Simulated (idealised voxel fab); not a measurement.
The process module that follows is named voxel capacitor over wiring.
Xsec cut, 155 nm wide, square cell size 5 nm.
When this document writes out a cross-section, it uses a grid of square cells and lists it as bands, beginning at the top and moving down, with a band standing for one or more rows of cells. What a band's entry tells you: where the top is and where the bottom is, as heights in nm, and after that what lies inside, material by material from left to right, each with its width in nm. Empty space is written as the word "air", and a single material marked with the word "throughout" occupies the band from edge to edge. Height reference: 0 = level under which incoming wafer is all one material. Lowest band: no bottom, runs on downward, e.g. "0 and below". Quick explanation for "30..40": the width changes in equal steps down the rows of cells, from the first number in the band's top row to the second number in its bottom row. The designation "no modification", where it is given for a processing step, indicates that no cell of the cross-section was altered in the course of that step. "Closed void inventory" - sealed voids, min. 8 cells, no opening to top; format: width x height at distance (distance from left edge; nm throughout). after a step's settings: what the simulator itself notes on the step. overlay nm: for a step with a mask, the amount by which the mask lay right of where it was planned; a negative amount means left of it. Reading key. Pairs: pre-step and post-step cross-section, one process step apart; post-step view only to lowest changed band. Step between + settings: beneath pair. Runs: pairs may be from different runs of this module, same starting wafer. Continuation from pair above: only where "Pre-process cross-section" entry says.

## Pre-process cross-section
* 0 and below: Si throughout
* Closed void inventory: none

## Resulting Structure
* 10 down to 0: SiO2 throughout
* At heights below 0, the structure remains unaltered.
* Closed void inventory: none
It is this step that lies between the two cross-sections above: CONFORMAL_DEP, material SiO2, thk nm 10

Pre-process cross-section: identical to the post-step cross-section of the immediately preceding pair.

## Resulting Structure
* 15 down to 10: SiCN throughout
* At heights below 10, the structure remains unaltered.
* Closed void inventory: none
It is this step that lies between the two cross-sections above: CONFORMAL_DEP, material SiCN, thk nm 5

Pre-process cross-section: identical to the post-step cross-section of the immediately preceding pair.

## Resulting Structure
* 40 down to 15: SiO2 throughout
* At heights below 15, the structure remains unaltered.
* Closed void inventory: none
It is this step that lies between the two cross-sections above: DIRECTIONAL_DEP, material SiO2, thk nm 25

Pre-process cross-section: identical to the post-step cross-section of the immediately preceding pair.

## Resulting Structure
* 40 down to 15: SiO2 (15) | air (25) | SiO2 (70) | air (25) | SiO2 (20)
* At heights below 15, the structure remains unaltered.
* Closed void inventory: none
It is this step that lies between the two cross-sections above: MASKED_ETCH, tone open, mask id METAL_1, width nm 25, pitch nm 95, etch materials SiO2, depth nm 25, overlay nm 0

Pre-process cross-section: identical to the post-step cross-section of the immediately preceding pair.

## Resulting Structure
* 40 down to 15: SiO2 (15) | air (25) | SiO2 (70) | air (25) | SiO2 (20)
* 15 down to 10: SiCN (15) | air (25) | SiCN (70) | air (25) | SiCN (20)
* At heights below 10, the structure remains unaltered.
* Closed void inventory: none
It is this step that lies between the two cross-sections above: MASKED_ETCH, tone open, mask id METAL_1, width nm 25, pitch nm 95, etch materials SiCN, depth nm 5, overlay nm 0

Pre-process cross-section: identical to the post-step cross-section of the immediately preceding pair.

## Resulting Structure
* 45 down to 40: TiN (20) | air (15) | TiN (80) | air (15) | TiN (25)
* 40 down to 15: SiO2 (15) | TiN (5) | air (15) | TiN (5) | SiO2 (70) | TiN (5) | air (15) | TiN (5) | SiO2 (20)
* 15 down to 10: SiCN (15) | TiN (25) | SiCN (70) | TiN (25) | SiCN (20)
* At heights below 10, the structure remains unaltered.
* Closed void inventory: none
It is this step that lies between the two cross-sections above: CONFORMAL_DEP, material TiN, thk nm 5

Pre-process cross-section: identical to the post-step cross-section of the immediately preceding pair.

## Resulting Structure
* 50 down to 45: Cu throughout
* 45 down to 40: TiN (20) | Cu (15) | TiN (80) | Cu (15) | TiN (25)
* 40 down to 15: SiO2 (15) | TiN (5) | Cu (15) | TiN (5) | SiO2 (70) | TiN (5) | Cu (15) | TiN (5) | SiO2 (20)
* At heights below 15, the structure remains unaltered.
* Closed void inventory: none
It is this step that lies between the two cross-sections above: FILL_DEP, material Cu, thk nm 5

Pre-process cross-section: identical to the post-step cross-section of the immediately preceding pair.

## Resulting Structure
* 40 down to 15: SiO2 (15) | TiN (5) | Cu (15) | TiN (5) | SiO2 (70) | TiN (5) | Cu (15) | TiN (5) | SiO2 (20)
* At heights below 15, the structure remains unaltered.
* Closed void inventory: none
It is this step that lies between the two cross-sections above: CMP, height nm 40

Pre-process cross-section: identical to the post-step cross-section of the immediately preceding pair.

## Resulting Structure
* 45 down to 40: air (10) | Ru (35) | air (60) | Ru (35) | air (15)
* At heights below 40, the structure remains unaltered.
* Closed void inventory: none
It is this step that lies between the two cross-sections above: EPI, material Ru, thk nm 5

Pre-process cross-section: identical to the post-step cross-section of the immediately preceding pair.

## Resulting Structure
* 50 down to 45: SiCN throughout
* 45 down to 40: SiCN (10) | Ru (35) | SiCN (60) | Ru (35) | SiCN (15)
* At heights below 40, the structure remains unaltered.
* Closed void inventory: none
It is this step that lies between the two cross-sections above: FILL_DEP, material SiCN, thk nm 5

Pre-process cross-section: identical to the post-step cross-section of the immediately preceding pair.

## Resulting Structure
* 70 down to 50: SiO2 throughout
* At heights below 50, the structure remains unaltered.
* Closed void inventory: none
It is this step that lies between the two cross-sections above: DIRECTIONAL_DEP, material SiO2, thk nm 20

Pre-process cross-section: identical to the post-step cross-section of the immediately preceding pair.

## Resulting Structure
* 70 down to 50: SiO2 (25) | air (15) | SiO2 (115)
* At heights below 50, the structure remains unaltered.
* Closed void inventory: none
It is this step that lies between the two cross-sections above: MASKED_ETCH, tone open, mask id PLUG_1, width nm 15, etch materials SiO2, depth nm 20, overlay nm 0

Pre-process cross-section: identical to the post-step cross-section of the immediately preceding pair.

## Resulting Structure
* 70 down to 50: SiO2 (25) | air (15) | SiO2 (115)
* 50 down to 45: SiCN (25) | air (15) | SiCN (115)
* At heights below 45, the structure remains unaltered.
* Closed void inventory: none
It is this step that lies between the two cross-sections above: MASKED_ETCH, tone open, mask id PLUG_1, width nm 15, etch materials SiCN, depth nm 5, overlay nm 0

Pre-process cross-section: identical to the post-step cross-section of the immediately preceding pair.

## Resulting Structure
* 75 down to 70: TiN (30) | air (5) | TiN (120)
* 70 down to 50: SiO2 (25) | TiN (5) | air (5) | TiN (5) | SiO2 (115)
* 50 down to 45: SiCN (25) | TiN (15) | SiCN (115)
* At heights below 45, the structure remains unaltered.
* Closed void inventory: none
It is this step that lies between the two cross-sections above: CONFORMAL_DEP, material TiN, thk nm 5

Pre-process cross-section: identical to the post-step cross-section of the immediately preceding pair.

## Resulting Structure
* 85 down to 75: Ru throughout
* 75 down to 70: TiN (30) | Ru (5) | TiN (120)
* 70 down to 50: SiO2 (25) | TiN (5) | Ru (5) | TiN (5) | SiO2 (115)
* At heights below 50, the structure remains unaltered.
* Closed void inventory: none
It is this step that lies between the two cross-sections above: FILL_DEP, material Ru, thk nm 10

Pre-process cross-section: identical to the post-step cross-section of the immediately preceding pair.

## Resulting Structure
* 70 down to 50: SiO2 (25) | TiN (5) | Ru (5) | TiN (5) | SiO2 (115)
* At heights below 50, the structure remains unaltered.
* Closed void inventory: none
It is this step that lies between the two cross-sections above: CMP, height nm 70

Pre-process cross-section: identical to the post-step cross-section of the immediately preceding pair.

## Resulting Structure
* 75 down to 70: TiN throughout
* At heights below 70, the structure remains unaltered.
* Closed void inventory: none
It is this step that lies between the two cross-sections above: DIRECTIONAL_DEP, material TiN, thk nm 5

Pre-process cross-section: identical to the post-step cross-section of the immediately preceding pair.

## Resulting Structure
* 80 down to 75: SiN throughout
* At heights below 75, the structure remains unaltered.
* Closed void inventory: none
It is this step that lies between the two cross-sections above: DIRECTIONAL_DEP, material SiN, thk nm 5

Pre-process cross-section: identical to the post-step cross-section of the immediately preceding pair.

## Resulting Structure
* 85 down to 80: TiN throughout
* At heights below 80, the structure remains unaltered.
* Closed void inventory: none
It is this step that lies between the two cross-sections above: DIRECTIONAL_DEP, material TiN, thk nm 5

Pre-process cross-section: identical to the post-step cross-section of the immediately preceding pair.

## Resulting Structure
* 100 down to 85: aC throughout
* At heights below 85, the structure remains unaltered.
* Closed void inventory: none
It is this step that lies between the two cross-sections above: DIRECTIONAL_DEP, material aC, thk nm 15

Pre-process cross-section: identical to the post-step cross-section of the immediately preceding pair.

## Resulting Structure
* 135 down to 100: air (25) | resist (75) | air (55)
* At heights below 100, the structure remains unaltered.
* Closed void inventory: none
It is this step that lies between the two cross-sections above: PATTERN, tone cover, mask id UPPER_PLATE, material resist, width nm 75, thk nm 35, overlay nm 0

Pre-process cross-section: identical to the post-step cross-section of the immediately preceding pair.

## Resulting Structure
* 120 down to 100: air (25) | resist (75) | air (55)
* 100 down to 85: air (25) | aC (75) | air (55)
* At heights below 85, the structure remains unaltered.
* Closed void inventory: none
It is this step that lies between the two cross-sections above: DIRECTIONAL_ETCH, etch materials aC, depth nm 15

Pre-process cross-section: identical to the post-step cross-section of the immediately preceding pair.

## Resulting Structure
* 100 down to 85: air (25) | aC (75) | air (55)
* At heights below 85, the structure remains unaltered.
* Closed void inventory: none
It is this step that lies between the two cross-sections above: STRIP, etch materials resist

Pre-process cross-section: identical to the post-step cross-section of the immediately preceding pair.

## Resulting Structure
* 100 down to 85: air (25) | aC (75) | air (55)
* 85 down to 80: air (25) | TiN (75) | air (55)
* At heights below 80, the structure remains unaltered.
* Closed void inventory: none
It is this step that lies between the two cross-sections above: DIRECTIONAL_ETCH, etch materials TiN, depth nm 5

Pre-process cross-section: identical to the post-step cross-section of the immediately preceding pair.

## Resulting Structure
* 100 down to 85: air (25) | aC (75) | air (55)
* 85 down to 80: air (25) | TiN (75) | air (55)
* 80 down to 75: air (25) | SiN (75) | air (55)
* At heights below 75, the structure remains unaltered.
* Closed void inventory: none
It is this step that lies between the two cross-sections above: DIRECTIONAL_ETCH, etch materials SiN, depth nm 5

Pre-process cross-section: identical to the post-step cross-section of the immediately preceding pair.

## Resulting Structure
* 85 down to 80: air (25) | TiN (75) | air (55)
* At heights below 80, the structure remains unaltered.
* Closed void inventory: none
It is this step that lies between the two cross-sections above: STRIP, etch materials aC

Pre-process cross-section: identical to the post-step cross-section of the immediately preceding pair.

## Resulting Structure
* 85 down to 80: air (25) | TiN (75) | air (55)
* 80 down to 75: air (25) | SiN (75) | air (55)
* 75 down to 70: air (20) | TiN (85) | air (50)
* At heights below 70, the structure remains unaltered.
* Closed void inventory: none
It is this step that lies between the two cross-sections above: MASKED_ETCH, tone cover, mask id LOWER_PLATE, width nm 85, etch materials TiN, depth nm 5, overlay nm 0

Pre-process cross-section: identical to the post-step cross-section of the immediately preceding pair.

## Resulting Structure
* 105 down to 85: SiO2 throughout
* 85 down to 80: SiO2 (25) | TiN (75) | SiO2 (55)
* 80 down to 75: SiO2 (25) | SiN (75) | SiO2 (55)
* 75 down to 70: SiO2 (20) | TiN (85) | SiO2 (50)
* At heights below 70, the structure remains unaltered.
* Closed void inventory: none
It is this step that lies between the two cross-sections above: FILL_DEP, material SiO2, thk nm 20

Pre-process cross-section: identical to the post-step cross-section of the immediately preceding pair.

## Resulting Structure
* 100 down to 85: SiO2 throughout
* At heights below 85, the structure remains unaltered.
* Closed void inventory: none
It is this step that lies between the two cross-sections above: CMP, height nm 100

Pre-process cross-section: identical to the post-step cross-section of the immediately preceding pair.

## Resulting Structure
* 100 down to 85: SiO2 (35) | air (15) | SiO2 (105)
* At heights below 85, the structure remains unaltered.
* Closed void inventory: none
It is this step that lies between the two cross-sections above: MASKED_ETCH, tone open, mask id PLUG_2, width nm 15, etch materials SiO2, depth nm 15, overlay nm 0

Pre-process cross-section: identical to the post-step cross-section of the immediately preceding pair.

## Resulting Structure
* 105 down to 100: TiN (40) | air (5) | TiN (110)
* 100 down to 90: SiO2 (35) | TiN (5) | air (5) | TiN (5) | SiO2 (105)
* 90 down to 80: SiO2 (35..25) | TiN (15..75) | SiO2 (105..55)
* At heights below 80, the structure remains unaltered.
* Closed void inventory: none
It is this step that lies between the two cross-sections above: CONFORMAL_DEP, material TiN, thk nm 5

Pre-process cross-section: identical to the post-step cross-section of the immediately preceding pair.

## Resulting Structure
* 110 down to 105: Cu throughout
* 105 down to 100: TiN (40) | Cu (5) | TiN (110)
* 100 down to 90: SiO2 (35) | TiN (5) | Cu (5) | TiN (5) | SiO2 (105)
* At heights below 90, the structure remains unaltered.
* Closed void inventory: none
It is this step that lies between the two cross-sections above: FILL_DEP, material Cu, thk nm 5

Pre-process cross-section: identical to the post-step cross-section of the immediately preceding pair.

## Resulting Structure
* 100 down to 90: SiO2 (35) | TiN (5) | Cu (5) | TiN (5) | SiO2 (105)
* At heights below 90, the structure remains unaltered.
* Closed void inventory: none
It is this step that lies between the two cross-sections above: CMP, height nm 100

Pre-process cross-section: identical to the post-step cross-section of the immediately preceding pair.

## Resulting Structure
* 105 down to 100: SiCN throughout
* At heights below 100, the structure remains unaltered.
* Closed void inventory: none
It is this step that lies between the two cross-sections above: CONFORMAL_DEP, material SiCN, thk nm 5

## Pre-process cross-section
* 85 down to 75: Ru throughout
* 75 down to 70: TiN (30) | Ru (5) | TiN (120)
* 70 down to 50: SiO2 (25) | TiN (5) | Ru (5) | TiN (5) | SiO2 (115)
* 50 down to 45: SiCN (25) | TiN (15) | SiCN (115)
* 45 down to 40: SiCN (10) | Ru (35) | SiCN (60) | Ru (35) | SiCN (15)
* 40 down to 15: SiO2 (15) | TiN (5) | Cu (15) | TiN (5) | SiO2 (70) | TiN (5) | Cu (15) | TiN (5) | SiO2 (20)
* 15 down to 10: SiCN (15) | TiN (25) | SiCN (70) | TiN (25) | SiCN (20)
* 10 down to 0: SiO2 throughout
* 0 and below: Si throughout
* Closed void inventory: none

## Resulting Structure
* 90 down to 85: TiN throughout
* At heights below 85, the structure remains unaltered.
* Closed void inventory: none
It is this step that lies between the two cross-sections above: DIRECTIONAL_DEP, material TiN, thk nm 5

Pre-process cross-section: identical to the post-step cross-section of the immediately preceding pair.

## Resulting Structure
* 95 down to 90: SiN throughout
* At heights below 90, the structure remains unaltered.
* Closed void inventory: none
It is this step that lies between the two cross-sections above: DIRECTIONAL_DEP, material SiN, thk nm 5

Pre-process cross-section: identical to the post-step cross-section of the immediately preceding pair.

## Resulting Structure
* 100 down to 95: TiN throughout
* At heights below 95, the structure remains unaltered.
* Closed void inventory: none
It is this step that lies between the two cross-sections above: DIRECTIONAL_DEP, material TiN, thk nm 5

Pre-process cross-section: identical to the post-step cross-section of the immediately preceding pair.

## Resulting Structure
* 115 down to 100: aC throughout
* At heights below 100, the structure remains unaltered.
* Closed void inventory: none
It is this step that lies between the two cross-sections above: DIRECTIONAL_DEP, material aC, thk nm 15

Pre-process cross-section: identical to the post-step cross-section of the immediately preceding pair.

## Resulting Structure
* 150 down to 115: air (25) | resist (75) | air (55)
* At heights below 115, the structure remains unaltered.
* Closed void inventory: none
It is this step that lies between the two cross-sections above: PATTERN, tone cover, mask id UPPER_PLATE, material resist, width nm 75, thk nm 35, overlay nm 0

Pre-process cross-section: identical to the post-step cross-section of the immediately preceding pair.

## Resulting Structure
* 135 down to 115: air (25) | resist (75) | air (55)
* 115 down to 100: air (25) | aC (75) | air (55)
* At heights below 100, the structure remains unaltered.
* Closed void inventory: none
It is this step that lies between the two cross-sections above: DIRECTIONAL_ETCH, etch materials aC, depth nm 15

Pre-process cross-section: identical to the post-step cross-section of the immediately preceding pair.

## Resulting Structure
* 115 down to 100: air (25) | aC (75) | air (55)
* At heights below 100, the structure remains unaltered.
* Closed void inventory: none
It is this step that lies between the two cross-sections above: STRIP, etch materials resist

Pre-process cross-section: identical to the post-step cross-section of the immediately preceding pair.

## Resulting Structure
* 115 down to 100: air (25) | aC (75) | air (55)
* 100 down to 95: air (25) | TiN (75) | air (55)
* At heights below 95, the structure remains unaltered.
* Closed void inventory: none
It is this step that lies between the two cross-sections above: DIRECTIONAL_ETCH, etch materials TiN, depth nm 5

Pre-process cross-section: identical to the post-step cross-section of the immediately preceding pair.

## Resulting Structure
* 115 down to 100: air (25) | aC (75) | air (55)
* 100 down to 95: air (25) | TiN (75) | air (55)
* 95 down to 90: air (25) | SiN (75) | air (55)
* At heights below 90, the structure remains unaltered.
* Closed void inventory: none
It is this step that lies between the two cross-sections above: DIRECTIONAL_ETCH, etch materials SiN, depth nm 5

Pre-process cross-section: identical to the post-step cross-section of the immediately preceding pair.

## Resulting Structure
* 100 down to 95: air (25) | TiN (75) | air (55)
* At heights below 95, the structure remains unaltered.
* Closed void inventory: none
It is this step that lies between the two cross-sections above: STRIP, etch materials aC

Pre-process cross-section: identical to the post-step cross-section of the immediately preceding pair.

## Resulting Structure
* 100 down to 95: air (25) | TiN (75) | air (55)
* 95 down to 90: air (25) | SiN (75) | air (55)
* 90 down to 85: air (20) | TiN (85) | air (50)
* At heights below 85, the structure remains unaltered.
* Closed void inventory: none
It is this step that lies between the two cross-sections above: MASKED_ETCH, tone cover, mask id LOWER_PLATE, width nm 85, etch materials TiN, depth nm 5, overlay nm 0

Pre-process cross-section: identical to the post-step cross-section of the immediately preceding pair.

## Resulting Structure
* 120 down to 100: SiO2 throughout
* 100 down to 95: SiO2 (25) | TiN (75) | SiO2 (55)
* 95 down to 90: SiO2 (25) | SiN (75) | SiO2 (55)
* 90 down to 85: SiO2 (20) | TiN (85) | SiO2 (50)
* At heights below 85, the structure remains unaltered.
* Closed void inventory: none
It is this step that lies between the two cross-sections above: FILL_DEP, material SiO2, thk nm 20

Pre-process cross-section: identical to the post-step cross-section of the immediately preceding pair.

## Resulting Structure
* 100 down to 95: SiO2 (25) | TiN (75) | SiO2 (55)
* At heights below 95, the structure remains unaltered.
* Closed void inventory: none
It is this step that lies between the two cross-sections above: CMP, height nm 100

Pre-process cross-section: identical to the post-step cross-section of the immediately preceding pair.

## Resulting Structure
* 105 down to 100: TiN throughout
* At heights below 100, the structure remains unaltered.
* Closed void inventory: none
It is this step that lies between the two cross-sections above: CONFORMAL_DEP, material TiN, thk nm 5

Pre-process cross-section: identical to the post-step cross-section of the immediately preceding pair.

## Resulting Structure
* 110 down to 105: Cu throughout
* At heights below 105, the structure remains unaltered.
* Closed void inventory: none
It is this step that lies between the two cross-sections above: FILL_DEP, material Cu, thk nm 5

Pre-process cross-section: identical to the post-step cross-section of the immediately preceding pair.

## Resulting Structure
* 100 down to 95: SiO2 (25) | TiN (75) | SiO2 (55)
* At heights below 95, the structure remains unaltered.
* Closed void inventory: none
It is this step that lies between the two cross-sections above: CMP, height nm 100

Pre-process cross-section: identical to the post-step cross-section of the immediately preceding pair.

## Resulting Structure
* 105 down to 100: SiCN throughout
* At heights below 100, the structure remains unaltered.
* Closed void inventory: none
It is this step that lies between the two cross-sections above: CONFORMAL_DEP, material SiCN, thk nm 5

## Pre-process cross-section
* 75 down to 70: TiN throughout
* 70 down to 50: SiO2 (25) | TiN (5) | Ru (5) | TiN (5) | SiO2 (115)
* 50 down to 45: SiCN (25) | TiN (15) | SiCN (115)
* 45 down to 40: SiCN (10) | Ru (35) | SiCN (60) | Ru (35) | SiCN (15)
* 40 down to 15: SiO2 (15) | TiN (5) | Cu (15) | TiN (5) | SiO2 (70) | TiN (5) | Cu (15) | TiN (5) | SiO2 (20)
* 15 down to 10: SiCN (15) | TiN (25) | SiCN (70) | TiN (25) | SiCN (20)
* 10 down to 0: SiO2 throughout
* 0 and below: Si throughout
* Closed void inventory: none

## Resulting Structure
* 80 down to 70: TiN throughout
* At heights below 70, the structure remains unaltered.
* Closed void inventory: none
It is this step that lies between the two cross-sections above: DIRECTIONAL_DEP, material TiN, thk nm 5

Pre-process cross-section: identical to the post-step cross-section of the immediately preceding pair.

## Resulting Structure
* 85 down to 80: SiN throughout
* At heights below 80, the structure remains unaltered.
* Closed void inventory: none
It is this step that lies between the two cross-sections above: DIRECTIONAL_DEP, material SiN, thk nm 5

Pre-process cross-section: identical to the post-step cross-section of the immediately preceding pair.

## Resulting Structure
* 100 down to 85: aC throughout
* At heights below 85, the structure remains unaltered.
* Closed void inventory: none
It is this step that lies between the two cross-sections above: DIRECTIONAL_DEP, material aC, thk nm 15

Pre-process cross-section: identical to the post-step cross-section of the immediately preceding pair.

## Resulting Structure
* 135 down to 100: air (25) | resist (75) | air (55)
* At heights below 100, the structure remains unaltered.
* Closed void inventory: none
It is this step that lies between the two cross-sections above: PATTERN, tone cover, mask id UPPER_PLATE, material resist, width nm 75, thk nm 35, overlay nm 0

Pre-process cross-section: identical to the post-step cross-section of the immediately preceding pair.

## Resulting Structure
* 120 down to 100: air (25) | resist (75) | air (55)
* 100 down to 85: air (25) | aC (75) | air (55)
* At heights below 85, the structure remains unaltered.
* Closed void inventory: none
It is this step that lies between the two cross-sections above: DIRECTIONAL_ETCH, etch materials aC, depth nm 15

Pre-process cross-section: identical to the post-step cross-section of the immediately preceding pair.

## Resulting Structure
* 100 down to 85: air (25) | aC (75) | air (55)
* At heights below 85, the structure remains unaltered.
* Closed void inventory: none
It is this step that lies between the two cross-sections above: STRIP, etch materials resist

Pre-process cross-section: identical to the post-step cross-section of the immediately preceding pair.

## Resulting Structure
* 100 down to 85: air (25) | aC (75) | air (55)
* 85 down to 80: air (25) | SiN (75) | air (55)
* At heights below 80, the structure remains unaltered.
* Closed void inventory: none
It is this step that lies between the two cross-sections above: DIRECTIONAL_ETCH, etch materials SiN, depth nm 5

Pre-process cross-section: identical to the post-step cross-section of the immediately preceding pair.

## Resulting Structure
* 85 down to 80: air (25) | SiN (75) | air (55)
* At heights below 80, the structure remains unaltered.
* Closed void inventory: none
It is this step that lies between the two cross-sections above: STRIP, etch materials aC

Pre-process cross-section: identical to the post-step cross-section of the immediately preceding pair.

## Resulting Structure
* 85 down to 80: air (25) | SiN (75) | air (55)
* 80 down to 75: air (20) | TiN (85) | air (50)
* At heights below 75, the structure remains unaltered.
* Closed void inventory: none
It is this step that lies between the two cross-sections above: MASKED_ETCH, tone cover, mask id LOWER_PLATE, width nm 85, etch materials TiN, depth nm 5, overlay nm 0

Pre-process cross-section: identical to the post-step cross-section of the immediately preceding pair.

## Resulting Structure
* 105 down to 85: SiO2 throughout
* 85 down to 80: SiO2 (25) | SiN (75) | SiO2 (55)
* 80 down to 75: SiO2 (20) | TiN (85) | SiO2 (50)
* At heights below 75, the structure remains unaltered.
* Closed void inventory: none
It is this step that lies between the two cross-sections above: FILL_DEP, material SiO2, thk nm 20

Pre-process cross-section: identical to the post-step cross-section of the immediately preceding pair.

## Resulting Structure
* 100 down to 85: SiO2 throughout
* At heights below 85, the structure remains unaltered.
* Closed void inventory: none
It is this step that lies between the two cross-sections above: CMP, height nm 100

Pre-process cross-section: identical to the post-step cross-section of the immediately preceding pair.

## Resulting Structure
* 100 down to 85: SiO2 (35) | air (15) | SiO2 (105)
* At heights below 85, the structure remains unaltered.
* Closed void inventory: none
It is this step that lies between the two cross-sections above: MASKED_ETCH, tone open, mask id PLUG_2, width nm 15, etch materials SiO2, depth nm 15, overlay nm 0

Pre-process cross-section: identical to the post-step cross-section of the immediately preceding pair.

## Resulting Structure
* 105 down to 100: TiN (40) | air (5) | TiN (110)
* 100 down to 90: SiO2 (35) | TiN (5) | air (5) | TiN (5) | SiO2 (105)
* 90 down to 85: SiO2 (35) | TiN (15) | SiO2 (105)
* At heights below 85, the structure remains unaltered.
* Closed void inventory: none
It is this step that lies between the two cross-sections above: CONFORMAL_DEP, material TiN, thk nm 5

Pre-process cross-section: identical to the post-step cross-section of the immediately preceding pair.

## Resulting Structure
* 110 down to 105: Cu throughout
* 105 down to 100: TiN (40) | Cu (5) | TiN (110)
* 100 down to 90: SiO2 (35) | TiN (5) | Cu (5) | TiN (5) | SiO2 (105)
* At heights below 90, the structure remains unaltered.
* Closed void inventory: none
It is this step that lies between the two cross-sections above: FILL_DEP, material Cu, thk nm 5

Pre-process cross-section: identical to the post-step cross-section of the immediately preceding pair.

## Resulting Structure
* 100 down to 90: SiO2 (35) | TiN (5) | Cu (5) | TiN (5) | SiO2 (105)
* At heights below 90, the structure remains unaltered.
* Closed void inventory: none
It is this step that lies between the two cross-sections above: CMP, height nm 100

Pre-process cross-section: identical to the post-step cross-section of the immediately preceding pair.

## Resulting Structure
* 105 down to 100: SiCN throughout
* At heights below 100, the structure remains unaltered.
* Closed void inventory: none
It is this step that lies between the two cross-sections above: CONFORMAL_DEP, material SiCN, thk nm 5

## Pre-process cross-section
* 85 down to 75: Ru throughout
* 75 down to 70: TiN (30) | Ru (5) | TiN (120)
* 70 down to 50: SiO2 (25) | TiN (5) | Ru (5) | TiN (5) | SiO2 (115)
* 50 down to 45: SiCN (25) | TiN (15) | SiCN (115)
* 45 down to 40: SiCN (10) | Ru (35) | SiCN (60) | Ru (35) | SiCN (15)
* 40 down to 15: SiO2 (15) | TiN (5) | Cu (15) | TiN (5) | SiO2 (70) | TiN (5) | Cu (15) | TiN (5) | SiO2 (20)
* 15 down to 10: SiCN (15) | TiN (25) | SiCN (70) | TiN (25) | SiCN (20)
* 10 down to 0: SiO2 throughout
* 0 and below: Si throughout
* Closed void inventory: none

## Resulting Structure
* 80 down to 75: Ru throughout
* At heights below 75, the structure remains unaltered.
* Closed void inventory: none
It is this step that lies between the two cross-sections above: CMP, height nm 80

Pre-process cross-section: identical to the post-step cross-section of the immediately preceding pair.

## Resulting Structure
* 85 down to 80: TiN throughout
* At heights below 80, the structure remains unaltered.
* Closed void inventory: none
It is this step that lies between the two cross-sections above: DIRECTIONAL_DEP, material TiN, thk nm 5

Pre-process cross-section: identical to the post-step cross-section of the immediately preceding pair.

## Resulting Structure
* 90 down to 85: SiN throughout
* At heights below 85, the structure remains unaltered.
* Closed void inventory: none
It is this step that lies between the two cross-sections above: DIRECTIONAL_DEP, material SiN, thk nm 5

Pre-process cross-section: identical to the post-step cross-section of the immediately preceding pair.

## Resulting Structure
* 95 down to 90: TiN throughout
* At heights below 90, the structure remains unaltered.
* Closed void inventory: none
It is this step that lies between the two cross-sections above: DIRECTIONAL_DEP, material TiN, thk nm 5

Pre-process cross-section: identical to the post-step cross-section of the immediately preceding pair.

## Resulting Structure
* 110 down to 95: aC throughout
* At heights below 95, the structure remains unaltered.
* Closed void inventory: none
It is this step that lies between the two cross-sections above: DIRECTIONAL_DEP, material aC, thk nm 15

Pre-process cross-section: identical to the post-step cross-section of the immediately preceding pair.

## Resulting Structure
* 145 down to 110: air (25) | resist (75) | air (55)
* At heights below 110, the structure remains unaltered.
* Closed void inventory: none
It is this step that lies between the two cross-sections above: PATTERN, tone cover, mask id UPPER_PLATE, material resist, width nm 75, thk nm 35, overlay nm 0

Pre-process cross-section: identical to the post-step cross-section of the immediately preceding pair.

## Resulting Structure
* 130 down to 110: air (25) | resist (75) | air (55)
* 110 down to 95: air (25) | aC (75) | air (55)
* At heights below 95, the structure remains unaltered.
* Closed void inventory: none
It is this step that lies between the two cross-sections above: DIRECTIONAL_ETCH, etch materials aC, depth nm 15

Pre-process cross-section: identical to the post-step cross-section of the immediately preceding pair.

## Resulting Structure
* 110 down to 95: air (25) | aC (75) | air (55)
* At heights below 95, the structure remains unaltered.
* Closed void inventory: none
It is this step that lies between the two cross-sections above: STRIP, etch materials resist

Pre-process cross-section: identical to the post-step cross-section of the immediately preceding pair.

## Resulting Structure
* 110 down to 95: air (25) | aC (75) | air (55)
* 95 down to 90: air (25) | TiN (75) | air (55)
* At heights below 90, the structure remains unaltered.
* Closed void inventory: none
It is this step that lies between the two cross-sections above: DIRECTIONAL_ETCH, etch materials TiN, depth nm 5

Pre-process cross-section: identical to the post-step cross-section of the immediately preceding pair.

## Resulting Structure
* 110 down to 95: air (25) | aC (75) | air (55)
* 95 down to 90: air (25) | TiN (75) | air (55)
* 90 down to 85: air (25) | SiN (75) | air (55)
* At heights below 85, the structure remains unaltered.
* Closed void inventory: none
It is this step that lies between the two cross-sections above: DIRECTIONAL_ETCH, etch materials SiN, depth nm 5

Pre-process cross-section: identical to the post-step cross-section of the immediately preceding pair.

## Resulting Structure
* 95 down to 90: air (25) | TiN (75) | air (55)
* At heights below 90, the structure remains unaltered.
* Closed void inventory: none
It is this step that lies between the two cross-sections above: STRIP, etch materials aC

Pre-process cross-section: identical to the post-step cross-section of the immediately preceding pair.

## Resulting Structure
* 95 down to 90: air (25) | TiN (75) | air (55)
* 90 down to 85: air (25) | SiN (75) | air (55)
* 85 down to 80: air (20) | TiN (85) | air (50)
* At heights below 80, the structure remains unaltered.
* Closed void inventory: none
It is this step that lies between the two cross-sections above: MASKED_ETCH, tone cover, mask id LOWER_PLATE, width nm 85, etch materials TiN, depth nm 5, overlay nm 0

Pre-process cross-section: identical to the post-step cross-section of the immediately preceding pair.

## Resulting Structure
* 115 down to 95: SiO2 throughout
* 95 down to 90: SiO2 (25) | TiN (75) | SiO2 (55)
* 90 down to 85: SiO2 (25) | SiN (75) | SiO2 (55)
* 85 down to 80: SiO2 (20) | TiN (85) | SiO2 (50)
* At heights below 80, the structure remains unaltered.
* Closed void inventory: none
It is this step that lies between the two cross-sections above: FILL_DEP, material SiO2, thk nm 20

Pre-process cross-section: identical to the post-step cross-section of the immediately preceding pair.

## Resulting Structure
* 100 down to 95: SiO2 throughout
* At heights below 95, the structure remains unaltered.
* Closed void inventory: none
It is this step that lies between the two cross-sections above: CMP, height nm 100

Pre-process cross-section: identical to the post-step cross-section of the immediately preceding pair.

## Resulting Structure
* 100 down to 95: SiO2 (35) | air (15) | SiO2 (105)
* At heights below 95, the structure remains unaltered.
* Closed void inventory: none
It is this step that lies between the two cross-sections above: MASKED_ETCH, tone open, mask id PLUG_2, width nm 15, etch materials SiO2, depth nm 15, overlay nm 0

Pre-process cross-section: identical to the post-step cross-section of the immediately preceding pair.

## Resulting Structure
* 105 down to 100: TiN (40) | air (5) | TiN (110)
* 100 down to 90: SiO2 (35..25) | TiN (15..75) | SiO2 (105..55)
* At heights below 90, the structure remains unaltered.
* Closed void inventory: none
It is this step that lies between the two cross-sections above: CONFORMAL_DEP, material TiN, thk nm 5

Pre-process cross-section: identical to the post-step cross-section of the immediately preceding pair.

## Resulting Structure
* 110 down to 105: Cu throughout
* 105 down to 100: TiN (40) | Cu (5) | TiN (110)
* At heights below 100, the structure remains unaltered.
* Closed void inventory: none
It is this step that lies between the two cross-sections above: FILL_DEP, material Cu, thk nm 5
